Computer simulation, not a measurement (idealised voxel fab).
The process module that follows is named voxel capacitor over wiring.
cross-section cut | 220 nm wide | cells 5 nm
In what follows, cross-sections appear as grids of square cells, described through bands that run from the top down, where every band is one or more rows of cells.
Read a band's entry like this: the first values are the height of its top and the height of its bottom in nm, and what follows is the sequence of materials from left to right, each with its width in nm. Note that "air" is empty space, and that a single material marked "throughout" reaches across the band from edge to edge.
The level at which height equals 0 is the one under which the wafer, as it arrives, is entirely one material. No lower edge exists for the bottom band, which continues downward and is notated as in "0 down".
Read "30..40" as a graded width: first number on top, second number at the bottom, same change between each pair of neighbouring rows.
Take "same as before" at face value: in the step it is given for, the cross-section changed in none of its cells.
"Enclosed cavities" specifies each empty space that is not open to the top and that occupies no fewer than 8 cells, using the form width x height at distance, the distance measured from the left edge and all three quantities in nm.
Read whatever lies past the settings on a step's line as the simulator's own remark about the step.
overlay nm: how far to the right of its planned place the mask lay on this masked step (negative: to the left).
Planned process steps:
- 1: op RECEIVE | material Si
- 2: op CONFORMAL_DEP | material SiO2 | thk nm 15
- 3: op CONFORMAL_DEP | material SiCN | thk nm 5
- 4: op DIRECTIONAL_DEP | material SiO2 | thk nm 20
- 5: op DIRECTIONAL_DEP | material aC | thk nm 10
- 6: op PATTERN | tone open | mask id METAL_1 | material resist | width nm 25 | pitch nm 75 | thk nm 25 | overlay nm 0
- 7: op DIRECTIONAL_ETCH | etch materials aC | depth nm 10
- 8: op STRIP | etch materials resist
- 9: op DIRECTIONAL_ETCH | etch materials SiO2 | depth nm 20
- 10: op DIRECTIONAL_ETCH | etch materials SiCN | depth nm 5
- 11: op STRIP | etch materials aC
- 12: op CONFORMAL_DEP | material TiN | thk nm 5
- 13: op FILL_DEP | material Ru | thk nm 10
- 14: op CMP | height nm 40
- 15: op EPI | material Ru | thk nm 5
- 16: op FILL_DEP | material SiCN | thk nm 5
- 17: op DIRECTIONAL_DEP | material lowk | thk nm 10
- 18: op PATTERN | tone open | mask id PLUG_1 | material resist | width nm 15 | thk nm 20 | overlay nm 0
- 19: op DIRECTIONAL_ETCH | etch materials lowk | depth nm 10
- 20: op DIRECTIONAL_ETCH | etch materials SiCN | depth nm 5
- 21: op STRIP | etch materials resist
- 22: op EPI | material Ru | thk nm 10
- 23: op EPI | material Ru | thk nm 5
- 24: op DIRECTIONAL_DEP | material TiN | thk nm 10
- 25: op DIRECTIONAL_DEP | material HfO2 | thk nm 5
- 26: op DIRECTIONAL_DEP | material TiN | thk nm 10
- 27: op DIRECTIONAL_DEP | material aC | thk nm 10
- 28: op PATTERN | tone cover | mask id UPPER_PLATE | material resist | width nm 55 | thk nm 30 | overlay nm 0
- 29: op DIRECTIONAL_ETCH | etch materials aC | depth nm 10
- 30: op STRIP | etch materials resist
- 31: op DIRECTIONAL_ETCH | etch materials TiN | depth nm 10
- 32: op DIRECTIONAL_ETCH | etch materials HfO2 | depth nm 5
- 33: op STRIP | etch materials aC
- 34: op DIRECTIONAL_DEP | material aC | thk nm 10
- 35: op PATTERN | tone cover | mask id LOWER_PLATE | material resist | width nm 65 | thk nm 25 | overlay nm 0
- 36: op DIRECTIONAL_ETCH | etch materials aC | depth nm 10
- 37: op STRIP | etch materials resist
- 38: op DIRECTIONAL_ETCH | etch materials TiN | depth nm 10
- 39: op STRIP | etch materials aC
- 40: op FILL_DEP | material SiO2 | thk nm 20
- 41: op CMP | height nm 100
- 42: op MASKED_ETCH | tone open | mask id PLUG_2 | width nm 15 | etch materials SiO2 | depth nm 15 | overlay nm 0
- 43: op CONFORMAL_DEP | material TiN | thk nm 5
- 44: op FILL_DEP | material Cu | thk nm 5
- 45: op CMP | height nm 100
- 46: op CONFORMAL_DEP | material SiN | thk nm 5
Incoming wafer, cross-sectional view, post step 1:
	0 down | Si throughout
	Enclosed cavities: none
A wafer at the end: this start, this plan, one mistake:
	105 to 100 | SiN throughout
	100 to 90 | 80 SiO2; 5 TiN; 5 Cu; 5 TiN; 125 SiO2
	90 to 85 | 80 SiO2; 15 TiN; 125 SiO2
	85 to 75 | 70 SiO2; 55 TiN; 95 SiO2
	75 to 70 | 70 SiO2; 55 HfO2; 95 SiO2
	70 to 60 | 65 SiO2; 65 TiN; 90 SiO2
	60 to 50 | 70 lowk; 15 Ru; 135 lowk
	50 to 45 | 70 SiCN; 15 Ru; 135 SiCN
	45 to 40 | 55 SiCN; 35 Ru; 40 SiCN; 35 Ru; 55 SiCN
	40 to 30 | 60 SiO2; 5 TiN; 15 Ru; 5 TiN; 50 SiO2; 5 TiN; 15 Ru; 5 TiN; 60 SiO2
	30 to 25 | 60 SiCN; 25 TiN; 50 SiCN; 25 TiN; 60 SiCN
	25 to 15 | SiCN throughout
	15 to 0 | SiO2 throughout
	0 down | Si throughout
	Enclosed cavities: none
The mistake made against the process plan was this: step 3: run off-plan, actual operation and settings op CONFORMAL_DEP | material SiCN | thk nm 15
